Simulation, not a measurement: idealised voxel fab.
process module | voxel released beams
cross-section cut | 235 nm wide | cells 5 nm
A cross-section is a grid of square cells, given in bands from the top down. A band is one or more rows of cells.
Each band's line starts with the height of the band's top and of its bottom, in nm. Then come its materials from left to right, each with its width in nm. One material with "throughout" fills the band from edge to edge. "air" is empty space.
Height 0 is the level under which the wafer as received is all one material. The lowest band goes on downwards, as in "0 down".
A width such as "30 to 40" changes by the same amount from each row of cells to the next, from the band's top row to its bottom row.
"no change" after a step means that no cell of the cross-section changed.
closed voids: empty space of 8 cells or more with no open way to the top, each as width x height at its distance from the left edge, in nm
after a step's settings: what the simulator itself notes on the step
overlay nm, on a step with a mask: how far to the right of its planned place the mask lay; to the left if negative
plan
1 op RECEIVE | material Si
2 op CONFORMAL_DEP | material Al2O3 | thk nm 5
3 op DIRECTIONAL_DEP | material SiO2 | thk nm 10
4 op DIRECTIONAL_DEP | material aC | thk nm 10
5 op PATTERN | tone open | mask id ANCHOR | material resist | width nm 35 | thk nm 30 | overlay nm 0
6 op DIRECTIONAL_ETCH | etch materials aC | depth nm 10
7 op STRIP | etch materials resist
8 op DIRECTIONAL_ETCH | etch materials SiO2 | depth nm 10
9 op STRIP | etch materials aC
10 op CONFORMAL_DEP | material SiN | thk nm 15
11 op PATTERN | tone cover | mask id BEAM | material resist | width nm 120 | thk nm 15 | overlay nm 0
12 op DIRECTIONAL_ETCH | etch materials SiN | depth nm 15
13 op STRIP | etch materials resist
14 op STRIP | etch materials SiO2
as received, after step 1
  0 down: Si throughout
  closed voids: none
a wafer at the end: this start, this plan, one mistake
  25 to 15: air 55 | SiN 15 | air 15 | SiN 90 | air 60
  15 to 5: air 60 | SiN 35 | air 140
  5 to 0: Al2O3 throughout
  0 down: Si throughout
  closed voids: none
what went wrong: step 10 ran as: op CONFORMAL_DEP | material SiN | thk nm 10
